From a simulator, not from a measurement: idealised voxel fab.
Process module in this document: voxel ribs on slabs
Square cell edge 5 nm, section width 265 nm, ID cut.
Throughout this document, each cross-section is represented as a grid of square cells and is presented as a sequence of bands enumerated from the top downward, where a band comprises one or more rows of cells.
Quick guide to a band line: top height, bottom height (nm) up front; then every material left to right with its width in nm. Only one material and it's marked "full width"? Then it fills the band edge to edge. And "empty" just means empty space.
Height is counted from the level 0, under which the received wafer is composed throughout of one material. The lowest of the bands is not closed at the bottom but continues downward, in the notation "0 and below".
The expression "30->40" gives the width at the extremes of the band, the first number at its top row of cells and the second at its bottom row, with the width changing by equal amounts from each row to the next in between.
It should be understood that the words "all unchanged", when stated for a given step, signify that the cross-section underwent no change in any of its cells during that step.
So "Closed void register" is basically the list of trapped voids: any empty space of 8 cells or more that can't reach the top through an opening. They're written width x height at distance, the distance being from the left edge, and it's all nm.
Note: text after step settings on the step line = simulator remark on that step.
What "overlay nm" on a step's line means: if the step has a mask, that mask lay this far to the right of its planned place, or, when the value is negative, to the left.

**Below is the list of planned process steps**
step 1: op RECEIVE | material Si
step 2: op DIRECTIONAL_DEP | material SiO2 | thk nm 20
step 3: op DIRECTIONAL_DEP | material polySi | thk nm 20
step 4: op PATTERN | tone cover | mask id RIB | material resist | width nm 30 | thk nm 15 | overlay nm -15
step 5: op DIRECTIONAL_ETCH | etch materials polySi | depth nm 5
step 6: op STRIP | etch materials resist
step 7: op PATTERN | tone cover | mask id SLAB | material resist | width nm 90 | thk nm 20 | overlay nm 0
step 8: op DIRECTIONAL_ETCH | etch materials polySi | depth nm 15
step 9: op STRIP | etch materials resist
step 10: op FILL_DEP | material SiO2 | thk nm 30
step 11: op CMP | height nm 60
step 12: op DIRECTIONAL_DEP | material TiN | thk nm 10
step 13: op PATTERN | tone cover | mask id HEATER | material resist | width nm 40 | thk nm 15 | overlay nm 0
step 14: op DIRECTIONAL_ETCH | etch materials TiN | depth nm 10
step 15: op STRIP | etch materials resist
step 16: op CONFORMAL_DEP | material SiN | thk nm 5
The overlay nm used in step 4 is not the same on every wafer, whereas the starting condition is; the value printed in the plan is the first wafer's.

**Cross-section, first of several wafers, as delivered after step 1**
  0 and below | Si full width
  Closed void register: none

**End of the module, past its last step, step 16: how the first of several wafers looks in cross-section**
  75 down to 70 | 105 of empty  50 of SiN  110 of empty
  70 down to 65 | 105 of empty  5 of SiN  40 of TiN  5 of SiN  110 of empty
  65 down to 60 | 110 of SiN  40 of TiN  115 of SiN
  60 down to 40 | SiO2 full width
  40 down to 35 | 100 of SiO2  30 of polySi  135 of SiO2
  35 down to 20 | 85 of SiO2  90 of polySi  90 of SiO2
  20 down to 0 | SiO2 full width
  0 and below | Si full width
  Closed void register: none

**The module's end: a cross-section of the last wafer**
  75 down to 70 | 105 of empty  50 of SiN  110 of empty
  70 down to 65 | 105 of empty  5 of SiN  40 of TiN  5 of SiN  110 of empty
  65 down to 60 | 110 of SiN  40 of TiN  115 of SiN
  60 down to 40 | SiO2 full width
  40 down to 35 | 130 of SiO2  30 of polySi  105 of SiO2
  35 down to 20 | 85 of SiO2  90 of polySi  90 of SiO2
  20 down to 0 | SiO2 full width
  0 and below | Si full width
  Closed void register: none

**Gained (+) or lost (-) cells of each material since receipt, then closed voids: one row per wafer, at the end of the module**
overlay nm -15, +57 SiN, +576 SiO2, +16 TiN, +60 polySi, Closed void register: none
overlay nm -10, +57 SiN, +576 SiO2, +16 TiN, +60 polySi, Closed void register: none
overlay nm -5, +57 SiN, +576 SiO2, +16 TiN, +60 polySi, Closed void register: none
overlay nm 0, +57 SiN, +576 SiO2, +16 TiN, +60 polySi, Closed void register: none
overlay nm 5, +57 SiN, +576 SiO2, +16 TiN, +60 polySi, Closed void register: none
overlay nm 10, +57 SiN, +576 SiO2, +16 TiN, +60 polySi, Closed void register: none
overlay nm 15, +57 SiN, +576 SiO2, +16 TiN, +60 polySi, Closed void register: none
